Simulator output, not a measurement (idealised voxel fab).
process module | voxel gate over fins
FYI the section here is cut, 290 nm wide, cells are 5 nm squares.
Just so we're on the same page, the cross-sections are grids of square cells, and they're listed out in bands top to bottom, each band one or more rows deep. Quick guide to a band line: top height, bottom height (nm) up front; then every material left to right with its width in nm. Only one material and it's marked "everywhere"? Then it fills the band edge to edge. And "empty" just means empty space. We count height from 0. Below that, the starting wafer is all one material. The lowest band never ends at the bottom but goes on down; see "from 0 down" for how that is written. The notation "30..40" denotes a width that varies across the rows of cells in the band, beginning at the first number in the top row, finishing at the second number in the bottom row, and changing by an identical amount from each row to the next. "nothing altered" means the step left every cell of the cross-section as it was. Enclosed voids (no open way to top), threshold 8 cells or more, entry "Unvented internal voids", notation width x height at distance, distance from left edge, nm. Heads up: the bit after the settings on a step's line is the simulator's remark on that step. Regarding "overlay nm": on a step with a mask, it is the distance the mask lay to the right of its planned place; a negative value places it to the left.

STEPS PLANNED FOR THE PROCESS
- 1: RECEIVE,material Si
- 2: CONFORMAL_DEP,material SiN,thk nm 5
- 3: PATTERN,tone cover,mask id FINS,material resist,width nm 15,pitch nm 35,thk nm 20,overlay nm 0
- 4: DIRECTIONAL_ETCH,etch materials SiN,depth nm 5
- 5: DIRECTIONAL_ETCH,etch materials Si,depth nm 35
- 6: STRIP,etch materials resist
- 7: FILL_DEP,material SiO2,thk nm 5
- 8: CMP,height nm 5
- 9: SELECTIVE_ETCH,etch materials SiO2,depth nm 20
- 10: STRIP,etch materials SiN
- 11: CONFORMAL_DEP,material HfO2,thk nm 5
- 12: CONFORMAL_DEP,material TiN,thk nm 5
- 13: CONFORMAL_DEP,material TiAl,thk nm 5
- 14: CONFORMAL_DEP,material TiN,thk nm 5
- 15: FILL_DEP,material W,thk nm 10
- 16: CMP,height nm 25
- 17: CONFORMAL_DEP,material SiCN,thk nm 5

FIRST OF THE TWO WAFERS, RUN PER PLAN

INCOMING WAFER, CROSS-SECTIONAL VIEW, POST STEP 1
> from 0 down | Si everywhere
> Unvented internal voids: none

CROSS-SECTION THROUGH THE WAFER, STEP 2 FINISHED
> from 5 to 0 | SiN everywhere
> Lower than 0, everything is as it was.

CROSS-SECTION THROUGH THE WAFER, STEP 3 FINISHED
> from 25 to 5 | empty=100; resist=15; empty=20; resist=15; empty=20; resist=15; empty=105
> Lower than 5, everything is as it was.

CROSS-SECTION THROUGH THE WAFER, STEP 4 FINISHED
> from 25 to 5 | empty=100; resist=15; empty=20; resist=15; empty=20; resist=15; empty=105
> from 5 to 0 | empty=100; SiN=15; empty=20; SiN=15; empty=20; SiN=15; empty=105
> Lower than 0, everything is as it was.

CROSS-SECTION THROUGH THE WAFER, STEP 5 FINISHED
> from 25 to 5 | empty=100; resist=15; empty=20; resist=15; empty=20; resist=15; empty=105
> from 5 to 0 | empty=100; SiN=15; empty=20; SiN=15; empty=20; SiN=15; empty=105
> from 0 to -35 | empty=100; Si=15; empty=20; Si=15; empty=20; Si=15; empty=105
> Lower than -35, everything is as it was.

CROSS-SECTION THROUGH THE WAFER, STEP 6 FINISHED
> from 5 to 0 | empty=100; SiN=15; empty=20; SiN=15; empty=20; SiN=15; empty=105
> Lower than 0, everything is as it was.

CROSS-SECTION THROUGH THE WAFER, STEP 7 FINISHED
> from 10 to 5 | SiO2 everywhere
> from 5 to 0 | SiO2=100; SiN=15; SiO2=20; SiN=15; SiO2=20; SiN=15; SiO2=105
> from 0 to -35 | SiO2=100; Si=15; SiO2=20; Si=15; SiO2=20; Si=15; SiO2=105
> Lower than -35, everything is as it was.

CROSS-SECTION THROUGH THE WAFER, STEP 8 FINISHED
> from 5 to 0 | SiO2=100; SiN=15; SiO2=20; SiN=15; SiO2=20; SiN=15; SiO2=105
> Lower than 0, everything is as it was.

CROSS-SECTION THROUGH THE WAFER, STEP 9 FINISHED
> from 5 to 0 | empty=100; SiN=15; empty=20; SiN=15; empty=20; SiN=15; empty=105
> from 0 to -15 | empty=100; Si=15; empty=20; Si=15; empty=20; Si=15; empty=105
> Lower than -15, everything is as it was.

CROSS-SECTION THROUGH THE WAFER, STEP 10 FINISHED
> from 0 to -15 | empty=100; Si=15; empty=20; Si=15; empty=20; Si=15; empty=105
> Lower than -15, everything is as it was.

CROSS-SECTION THROUGH THE WAFER, STEP 11 FINISHED
> from 5 to 0 | empty=95; HfO2=25; empty=10; HfO2=25; empty=10; HfO2=25; empty=100
> from 0 to -10 | empty=95; HfO2=5; Si=15; HfO2=5; empty=10; HfO2=5; Si=15; HfO2=5; empty=10; HfO2=5; Si=15; HfO2=5; empty=100
> from -10 to -15 | HfO2=100; Si=15; HfO2=20; Si=15; HfO2=20; Si=15; HfO2=105
> Lower than -15, everything is as it was.

CROSS-SECTION THROUGH THE WAFER, STEP 12 FINISHED
> from 10 to 5 | empty=90; TiN=105; empty=95
> from 5 to 0 | empty=90; TiN=5; HfO2=25; TiN=10; HfO2=25; TiN=10; HfO2=25; TiN=5; empty=95
> from 0 to -5 | empty=90; TiN=5; HfO2=5; Si=15; HfO2=5; TiN=10; HfO2=5; Si=15; HfO2=5; TiN=10; HfO2=5; Si=15; HfO2=5; TiN=5; empty=95
> from -5 to -10 | TiN=95; HfO2=5; Si=15; HfO2=5; TiN=10; HfO2=5; Si=15; HfO2=5; TiN=10; HfO2=5; Si=15; HfO2=5; TiN=100
> Lower than -10, everything is as it was.

CROSS-SECTION THROUGH THE WAFER, STEP 13 FINISHED
> from 15 to 10 | empty=85; TiAl=115; empty=90
> from 10 to 5 | empty=85; TiAl=5; TiN=105; TiAl=5; empty=90
> from 5 to 0 | empty=85; TiAl=5; TiN=5; HfO2=25; TiN=10; HfO2=25; TiN=10; HfO2=25; TiN=5; TiAl=5; empty=90
> from 0 to -5 | TiAl=90; TiN=5; HfO2=5; Si=15; HfO2=5; TiN=10; HfO2=5; Si=15; HfO2=5; TiN=10; HfO2=5; Si=15; HfO2=5; TiN=5; TiAl=95
> Lower than -5, everything is as it was.

CROSS-SECTION THROUGH THE WAFER, STEP 14 FINISHED
> from 20 to 15 | empty=80; TiN=125; empty=85
> from 15 to 10 | empty=80; TiN=5; TiAl=115; TiN=5; empty=85
> from 10 to 5 | empty=80; TiN=5; TiAl=5; TiN=105; TiAl=5; TiN=5; empty=85
> from 5 to 0 | TiN=85; TiAl=5; TiN=5; HfO2=25; TiN=10; HfO2=25; TiN=10; HfO2=25; TiN=5; TiAl=5; TiN=90
> Lower than 0, everything is as it was.

CROSS-SECTION THROUGH THE WAFER, STEP 15 FINISHED
> from 30 to 20 | W everywhere
> from 20 to 15 | W=80; TiN=125; W=85
> from 15 to 10 | W=80; TiN=5; TiAl=115; TiN=5; W=85
> from 10 to 5 | W=80; TiN=5; TiAl=5; TiN=105; TiAl=5; TiN=5; W=85
> Lower than 5, everything is as it was.

CROSS-SECTION THROUGH THE WAFER, STEP 16 FINISHED
> from 25 to 20 | W everywhere
> Lower than 20, everything is as it was.

CROSS-SECTION THROUGH THE WAFER, STEP 17 FINISHED
> from 30 to 25 | SiCN everywhere
> Lower than 25, everything is as it was.

WAFER TWO. IDENTICAL START, IDENTICAL PLAN. ONE MISTAKE IN EXECUTION. IDENTICAL HISTORY THROUGH STEP 2

CROSS-SECTION, SECOND WAFER, AT THE END TIME THE PLAN GIVES FOR STEP 3
> from 25 to 5 | empty=100; resist=20; empty=15; resist=20; empty=15; resist=20; empty=100
> Lower than 5, everything is as it was.

CROSS-SECTION, SECOND WAFER, AT THE END TIME THE PLAN GIVES FOR STEP 4
> from 25 to 5 | empty=100; resist=20; empty=15; resist=20; empty=15; resist=20; empty=100
> from 5 to 0 | empty=100; SiN=20; empty=15; SiN=20; empty=15; SiN=20; empty=100
> Lower than 0, everything is as it was.

CROSS-SECTION, SECOND WAFER, AT THE END TIME THE PLAN GIVES FOR STEP 5
> from 25 to 5 | empty=100; resist=20; empty=15; resist=20; empty=15; resist=20; empty=100
> from 5 to 0 | empty=100; SiN=20; empty=15; SiN=20; empty=15; SiN=20; empty=100
> from 0 to -35 | empty=100; Si=20; empty=15; Si=20; empty=15; Si=20; empty=100
> Lower than -35, everything is as it was.

CROSS-SECTION, SECOND WAFER, AT THE END TIME THE PLAN GIVES FOR STEP 6
> from 5 to 0 | empty=100; SiN=20; empty=15; SiN=20; empty=15; SiN=20; empty=100
> Lower than 0, everything is as it was.

CROSS-SECTION, SECOND WAFER, AT THE END TIME THE PLAN GIVES FOR STEP 7
> from 10 to 5 | SiO2 everywhere
> from 5 to 0 | SiO2=100; SiN=20; SiO2=15; SiN=20; SiO2=15; SiN=20; SiO2=100
> from 0 to -35 | SiO2=100; Si=20; SiO2=15; Si=20; SiO2=15; Si=20; SiO2=100
> Lower than -35, everything is as it was.

CROSS-SECTION, SECOND WAFER, AT THE END TIME THE PLAN GIVES FOR STEP 8
> from 5 to 0 | SiO2=100; SiN=20; SiO2=15; SiN=20; SiO2=15; SiN=20; SiO2=100
> Lower than 0, everything is as it was.

CROSS-SECTION, SECOND WAFER, AT THE END TIME THE PLAN GIVES FOR STEP 9
> from 5 to 0 | empty=100; SiN=20; empty=15; SiN=20; empty=15; SiN=20; empty=100
> from 0 to -15 | empty=100; Si=20; empty=15; Si=20; empty=15; Si=20; empty=100
> Lower than -15, everything is as it was.

CROSS-SECTION, SECOND WAFER, AT THE END TIME THE PLAN GIVES FOR STEP 10
> from 0 to -15 | empty=100; Si=20; empty=15; Si=20; empty=15; Si=20; empty=100
> Lower than -15, everything is as it was.

CROSS-SECTION, SECOND WAFER, AT THE END TIME THE PLAN GIVES FOR STEP 11
> from 5 to 0 | empty=95; HfO2=30; empty=5; HfO2=30; empty=5; HfO2=30; empty=95
> from 0 to -10 | empty=95; HfO2=5; Si=20; HfO2=5; empty=5; HfO2=5; Si=20; HfO2=5; empty=5; HfO2=5; Si=20; HfO2=5; empty=95
> from -10 to -15 | HfO2=100; Si=20; HfO2=15; Si=20; HfO2=15; Si=20; HfO2=100
> Lower than -15, everything is as it was.

CROSS-SECTION, SECOND WAFER, AT THE END TIME THE PLAN GIVES FOR STEP 12
> from 10 to 5 | empty=90; TiN=110; empty=90
> from 5 to 0 | empty=90; TiN=5; HfO2=30; TiN=5; HfO2=30; TiN=5; HfO2=30; TiN=5; empty=90
> from 0 to -5 | empty=90; TiN=5; HfO2=5; Si=20; HfO2=5; TiN=5; HfO2=5; Si=20; HfO2=5; TiN=5; HfO2=5; Si=20; HfO2=5; TiN=5; empty=90
> from -5 to -10 | TiN=95; HfO2=5; Si=20; HfO2=5; TiN=5; HfO2=5; Si=20; HfO2=5; TiN=5; HfO2=5; Si=20; HfO2=5; TiN=95
> Lower than -10, everything is as it was.

CROSS-SECTION, SECOND WAFER, AT THE END TIME THE PLAN GIVES FOR STEP 13
> from 15 to 10 | empty=85; TiAl=120; empty=85
> from 10 to 5 | empty=85; TiAl=5; TiN=110; TiAl=5; empty=85
> from 5 to 0 | empty=85; TiAl=5; TiN=5; HfO2=30; TiN=5; HfO2=30; TiN=5; HfO2=30; TiN=5; TiAl=5; empty=85
> from 0 to -5 | TiAl=90; TiN=5; HfO2=5; Si=20; HfO2=5; TiN=5; HfO2=5; Si=20; HfO2=5; TiN=5; HfO2=5; Si=20; HfO2=5; TiN=5; TiAl=90
> Lower than -5, everything is as it was.

CROSS-SECTION, SECOND WAFER, AT THE END TIME THE PLAN GIVES FOR STEP 14
> from 20 to 15 | empty=80; TiN=130; empty=80
> from 15 to 10 | empty=80; TiN=5; TiAl=120; TiN=5; empty=80
> from 10 to 5 | empty=80; TiN=5; TiAl=5; TiN=110; TiAl=5; TiN=5; empty=80
> from 5 to 0 | TiN=85; TiAl=5; TiN=5; HfO2=30; TiN=5; HfO2=30; TiN=5; HfO2=30; TiN=5; TiAl=5; TiN=85
> Lower than 0, everything is as it was.

CROSS-SECTION, SECOND WAFER, AT THE END TIME THE PLAN GIVES FOR STEP 15
> from 30 to 20 | W everywhere
> from 20 to 15 | W=80; TiN=130; W=80
> from 15 to 10 | W=80; TiN=5; TiAl=120; TiN=5; W=80
> from 10 to 5 | W=80; TiN=5; TiAl=5; TiN=110; TiAl=5; TiN=5; W=80
> Lower than 5, everything is as it was.

CROSS-SECTION, SECOND WAFER, AT THE END TIME THE PLAN GIVES FOR STEP 16
> from 25 to 20 | W everywhere
> Lower than 20, everything is as it was.

CROSS-SECTION, SECOND WAFER, AT THE END TIME THE PLAN GIVES FOR STEP 17
> from 30 to 25 | SiCN everywhere
> Lower than 25, everything is as it was.
What broke from the plan during processing? step 3: run off-plan, actual operation and settings PATTERN,tone cover,mask id FINS,material resist,width nm 20,pitch nm 35,thk nm 20,overlay nm 0
Final cells, second wafer relative to first, materials higher or lower: Si +21, SiO2 -12, TiN -6, W -3
